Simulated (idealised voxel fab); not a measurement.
Process module, titled voxel released beams
Cross-section cut: width 265 nm, square cells of 5 nm.
Notation: cross-section as square-cell grid; stated in bands, top first, going down; one or more cell rows per band. Band: top and bottom heights (nm) first, top before bottom; then materials from left to right, widths in nm. "throughout" marks a sole material filling the band edge to edge. "empty" denotes empty space. Measure heights from 0. That's the level where, below it, the as-received wafer is all one material. The lowest band is bottomless and extends downward; write it as in "0 down". Width spec "30 to 40" -> top row of cells at first value, bottom row at second value, equal per-row change in between. Step note "no alterations made" = no cross-section cell changed. "Non-vented voids" specifies each empty space that is not open to the top and that occupies no fewer than 8 cells, using the form width x height at distance, the distance measured from the left edge and all three quantities in nm. Anything after a step's settings on that line? It's the simulator's own note about the step. "overlay nm" answers the question of how far to the right of plan the mask lay on a step that has a mask, and when it is negative the answer is to the left.
## Steps in the process plan
1. op RECEIVE | material Si
2. op CONFORMAL_DEP | material SiN | thk nm 5
3. op DIRECTIONAL_DEP | material SiO2 | thk nm 20
4. op DIRECTIONAL_DEP | material aC | thk nm 5
5. op PATTERN | tone open | mask id ANCHOR | material resist | width nm 25 | thk nm 25 | overlay nm 0
6. op DIRECTIONAL_ETCH | etch materials aC | depth nm 10
7. op STRIP | etch materials resist
8. op DIRECTIONAL_ETCH | etch materials SiO2 | depth nm 20
9. op STRIP | etch materials aC
10. op CONFORMAL_DEP | material W | thk nm 10
11. op MASKED_ETCH | tone cover | mask id BEAM | width nm 95 | etch materials W | depth nm 10 | overlay nm 0
12. op STRIP | etch materials SiO2
Wafer-to-wafer difference: thk nm, step 4. Common start. Plan = first wafer's value.
## Cross-section of the first of several wafers on receipt, reflecting completion of step 1
  0 down  Si throughout
  Non-vented voids: none
## Below is a per-wafer table. In it, each row describes the wafer at the end of the module by giving, for each material, the number of cells gained (+) or lost (-) since the wafer was received, and after that the closed voids of the wafer
thk nm 5 | +53 SiN | +54 W | Non-vented voids: none
thk nm 10 | +53 SiN | +54 W | Non-vented voids: none
thk nm 15 | +53 SiN | Non-vented voids: none
thk nm 20 | +53 SiN | Non-vented voids: none
thk nm 25 | +53 SiN | Non-vented voids: none
